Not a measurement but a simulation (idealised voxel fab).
process module | voxel gate over fins
cross-section cut | 250 nm wide | cells 5 nm
A cross-section is a grid of square cells, given in bands from the top down. A band is one or more rows of cells.
Each band's line starts with the height of the band's top and of its bottom, in nm. Then come its materials from left to right, each with its width in nm. One material with "throughout" fills the band from edge to edge. "air" is empty space.
Height 0 is the level under which the wafer as received is all one material. The lowest band goes on downwards, as in "0 down".
A width such as "30 to 40" changes by the same amount from each row of cells to the next, from the band's top row to its bottom row.
"no change" after a step means that no cell of the cross-section changed.
closed voids: empty space of 8 cells or more with no open way to the top, each as width x height at its distance from the left edge, in nm
after a step's settings: what the simulator itself notes on the step
overlay nm, on a step with a mask: how far to the right of its planned place the mask lay; to the left if negative
plan
1 op RECEIVE | material Si
2 op CONFORMAL_DEP | material SiN | thk nm 10
3 op DIRECTIONAL_DEP | material aC | thk nm 10
4 op PATTERN | tone cover | mask id FINS | material resist | width nm 15 | pitch nm 50 | thk nm 25 | overlay nm 0
5 op DIRECTIONAL_ETCH | etch materials aC | depth nm 10
6 op STRIP | etch materials resist
7 op DIRECTIONAL_ETCH | etch materials SiN | depth nm 10
8 op DIRECTIONAL_ETCH | etch materials Si | depth nm 35
9 op STRIP | etch materials aC
10 op FILL_DEP | material SiO2 | thk nm 5
11 op CMP | height nm 10
12 op MASKED_ETCH | tone open | mask id RAIL | width nm 15 | etch materials SiO2 | depth nm 40 | overlay nm 0
13 op CONFORMAL_DEP | material TiN | thk nm 5
14 op FILL_DEP | material Ru | thk nm 10
15 op CMP | height nm 10
16 op SELECTIVE_ETCH | etch materials W Ru TiN | depth nm 35
17 op FILL_DEP | material SiO2 | thk nm 5
18 op CMP | height nm 10
19 op SELECTIVE_ETCH | etch materials SiO2 | depth nm 25
20 op STRIP | etch materials SiN
21 op CONFORMAL_DEP | material HfO2 | thk nm 5
22 op CONFORMAL_DEP | material TiN | thk nm 5
23 op CONFORMAL_DEP | material TiAl | thk nm 5
24 op CONFORMAL_DEP | material TiN | thk nm 5
25 op FILL_DEP | material W | thk nm 10
26 op CMP | height nm 25
27 op CONFORMAL_DEP | material SiCN | thk nm 5
as received, after step 1
  0 down: Si throughout
  closed voids: none
first wafer at the end, as planned
  30 to 25: SiCN throughout
  25 to 20: W throughout
  20 to 15: W 70 | TiN 105 | W 75
  15 to 10: W 70 | TiN 5 | TiAl 45 | TiN 5 | TiAl 45 | TiN 5 | W 75
  10 to 5: W 70 | TiN 5 | TiAl 5 | TiN 35 | TiAl 5 | TiN 5 | TiAl 5 | TiN 35 | TiAl 5 | TiN 5 | W 75
  5 to 0: TiN 75 | TiAl 5 | TiN 5 | HfO2 25 | TiN 5 | TiAl 5 | TiN 5 | TiAl 5 | TiN 5 | HfO2 25 | TiN 5 | TiAl 5 | TiN 80
  0 to -5: TiAl 80 | TiN 5 | HfO2 5 | Si 15 | HfO2 5 | TiN 5 | TiAl 15 | TiN 5 | HfO2 5 | Si 15 | HfO2 5 | TiN 5 | TiAl 85
  -5 to -10: TiN 85 | HfO2 5 | Si 15 | HfO2 5 | TiN 25 | HfO2 5 | Si 15 | HfO2 5 | TiN 90
  -10 to -15: HfO2 90 | Si 15 | HfO2 35 | Si 15 | HfO2 95
  -15 to -25: SiO2 90 | Si 15 | SiO2 35 | Si 15 | SiO2 95
  -25 to -30: SiO2 90 | Si 15 | SiO2 10 | TiN 15 | SiO2 10 | Si 15 | SiO2 95
  -30 to -35: SiO2 90 | Si 15 | SiO2 35 | Si 15 | SiO2 95
  -35 down: Si throughout
  closed voids: none
second wafer at the end: like start, like plan, one mistake
  30 to 25: SiCN throughout
  25 to 20: W throughout
  20 to 15: W 80 | TiN 105 | W 65
  15 to 10: W 80 | TiN 5 | TiAl 45 | TiN 5 | TiAl 45 | TiN 5 | W 65
  10 to 5: W 80 | TiN 5 | TiAl 5 | TiN 35 | TiAl 5 | TiN 5 | TiAl 5 | TiN 35 | TiAl 5 | TiN 5 | W 65
  5 to 0: TiN 85 | TiAl 5 | TiN 5 | HfO2 25 | TiN 5 | TiAl 5 | TiN 5 | TiAl 5 | TiN 5 | HfO2 25 | TiN 5 | TiAl 5 | TiN 70
  0 to -5: TiAl 90 | TiN 5 | HfO2 5 | Si 15 | HfO2 5 | TiN 5 | TiAl 15 | TiN 5 | HfO2 5 | Si 15 | HfO2 5 | TiN 5 | TiAl 75
  -5 to -10: TiN 95 | HfO2 5 | Si 15 | HfO2 5 | TiN 25 | HfO2 5 | Si 15 | HfO2 5 | TiN 80
  -10 to -15: HfO2 100 | Si 15 | HfO2 35 | Si 15 | HfO2 85
  -15 to -25: SiO2 100 | Si 15 | SiO2 35 | Si 15 | SiO2 85
  -25 to -30: SiO2 100 | Si 15 | TiN 15 | SiO2 20 | Si 15 | SiO2 85
  -30 to -35: SiO2 100 | Si 15 | SiO2 35 | Si 15 | SiO2 85
  -35 down: Si throughout
  closed voids: none
what went wrong: step 4 ran as: op PATTERN | tone cover | mask id FINS | material resist | width nm 15 | pitch nm 50 | thk nm 25 | overlay nm 10
at the end the second wafer has, in cells: as many of each material as the first, in other places
